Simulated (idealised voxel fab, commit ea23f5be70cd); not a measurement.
The following process module bears the name voxel gate over fins.
This is section cut - it's 260 nm across, gridded in 5 nm square cells.
Think of the cross-section as a grid of square cells. We describe it in bands, top to bottom, and each band covers one or more rows of those cells.
Top height, bottom height, nm. Materials left to right, width each, nm. Single material + "throughout" = fills band edge to edge. "air" = empty.
Counting heights begins at 0, where everything beneath is, in the wafer as received, one material. The lowest band has no bottom; it goes on downwards, as "0 -> down" shows.
It should be noted that a width expressed as "30..40" varies in equal increments from row to row of cells within the band, taking the value of the first number at the top row and that of the second number at the bottom row.
You'll sometimes find "remained the same" written for a step, and that's the way of saying that nowhere in the cross-section did a cell change during that step.
Basically, "Voids lacking openings" tells you about the enclosed voids: empty spaces with no open way to the top, 8 cells or bigger, each written width x height at distance, where distance is from the left edge, all in nm.
after a step's settings: what the simulator itself notes on the step
The setting "overlay nm" may be written on the line of a step. When the step uses a mask, the value reports how far to the right of the planned place the mask lay, and a negative value reports that it lay to the left.

# Steps planned for the process
1,RECEIVE: material Si
2,CONFORMAL_DEP: material SiN, thk nm 10
3,MASKED_ETCH: tone cover, mask id FINS, width nm 15, pitch nm 45, etch materials SiN, depth nm 10, overlay nm 0
4,MASKED_ETCH: tone cover, mask id FINS, width nm 15, pitch nm 45, etch materials Si, depth nm 35, overlay nm 0
5,OXIDIZE: depth nm 5
6,FILL_DEP: material SiO2, thk nm 15
7,CMP: height nm 10
8,SELECTIVE_ETCH: etch materials SiO2, depth nm 20
9,STRIP: etch materials SiN
10,CONFORMAL_DEP: material HfO2, thk nm 5
11,CONFORMAL_DEP: material TiN, thk nm 5
12,CONFORMAL_DEP: material TiAl, thk nm 5
13,CONFORMAL_DEP: material TiN, thk nm 5
14,FILL_DEP: material W, thk nm 15
15,CMP: height nm 30
16,CONFORMAL_DEP: material SiN, thk nm 10

# as received, after step 1
0 -> down | Si throughout
Voids lacking openings: none

# First wafer of two, sectioned at end of module; run went per plan
40 -> 30 | SiN throughout
30 -> 20 | W throughout
20 -> 15 | 60 nm W / 135 nm TiN / 65 nm W
15 -> 10 | 60 nm W / 5 nm TiN / 35 nm TiAl / 10 nm TiN / 35 nm TiAl / 10 nm TiN / 35 nm TiAl / 5 nm TiN / 65 nm W
10 -> 5 | 65 nm TiN / 5 nm TiAl / 25 nm TiN / 5 nm TiAl / 10 nm TiN / 5 nm TiAl / 25 nm TiN / 5 nm TiAl / 10 nm TiN / 5 nm TiAl / 25 nm TiN / 5 nm TiAl / 70 nm TiN
5 -> 0 | 70 nm TiAl / 5 nm TiN / 15 nm HfO2 / 5 nm TiN / 20 nm TiAl / 5 nm TiN / 15 nm HfO2 / 5 nm TiN / 20 nm TiAl / 5 nm TiN / 15 nm HfO2 / 5 nm TiN / 75 nm TiAl
0 -> -5 | 75 nm TiN / 5 nm HfO2 / 5 nm Si / 5 nm HfO2 / 30 nm TiN / 5 nm HfO2 / 5 nm Si / 5 nm HfO2 / 30 nm TiN / 5 nm HfO2 / 5 nm Si / 5 nm HfO2 / 80 nm TiN
-5 -> -10 | 80 nm HfO2 / 5 nm Si / 40 nm HfO2 / 5 nm Si / 40 nm HfO2 / 5 nm Si / 85 nm HfO2
-10 -> -40 | 80 nm SiO2 / 5 nm Si / 40 nm SiO2 / 5 nm Si / 40 nm SiO2 / 5 nm Si / 85 nm SiO2
-40 -> down | Si throughout
Voids lacking openings: none

# Presented here is a cross-section of the second of the two wafers as it stood at the end of the module. It was started in the same manner and assigned the same plan as the first wafer; however, one mistake was made in its execution
40 -> 30 | SiN throughout
30 -> 20 | W throughout
20 -> 15 | 60 nm W / 135 nm TiN / 65 nm W
15 -> 10 | 55 nm W / 10 nm TiN / 35 nm TiAl / 10 nm TiN / 35 nm TiAl / 10 nm TiN / 35 nm TiAl / 10 nm TiN / 60 nm W
10 -> 5 | 60 nm TiN / 10 nm TiAl / 25 nm TiN / 20 nm TiAl / 25 nm TiN / 20 nm TiAl / 25 nm TiN / 10 nm TiAl / 65 nm TiN
5 -> 0 | 65 nm TiAl / 10 nm TiN / 15 nm HfO2 / 10 nm TiN / 10 nm TiAl / 10 nm TiN / 15 nm HfO2 / 10 nm TiN / 10 nm TiAl / 10 nm TiN / 15 nm HfO2 / 10 nm TiN / 70 nm TiAl
0 -> -5 | 70 nm TiN / 10 nm HfO2 / 5 nm Si / 10 nm HfO2 / 20 nm TiN / 10 nm HfO2 / 5 nm Si / 10 nm HfO2 / 20 nm TiN / 10 nm HfO2 / 5 nm Si / 10 nm HfO2 / 75 nm TiN
-5 -> -10 | 75 nm HfO2 / 15 nm Si / 30 nm HfO2 / 15 nm Si / 30 nm HfO2 / 15 nm Si / 80 nm HfO2
-10 -> -40 | 75 nm SiO2 / 15 nm Si / 30 nm SiO2 / 15 nm Si / 30 nm SiO2 / 15 nm Si / 80 nm SiO2
-40 -> down | Si throughout
Voids lacking openings: none
The mistake made against the process plan was this: heads up, step 4 didn't go per plan, it actually ran as MASKED_ETCH: tone cover, mask id FINS, width nm 25, pitch nm 45, etch materials Si, depth nm 35, overlay nm 0
The final cell counts differ between the wafers, with the second having more or fewer of some materials than the first: 42 more of Si; 36 fewer of SiO2; 4 fewer of TiN; 2 fewer of W
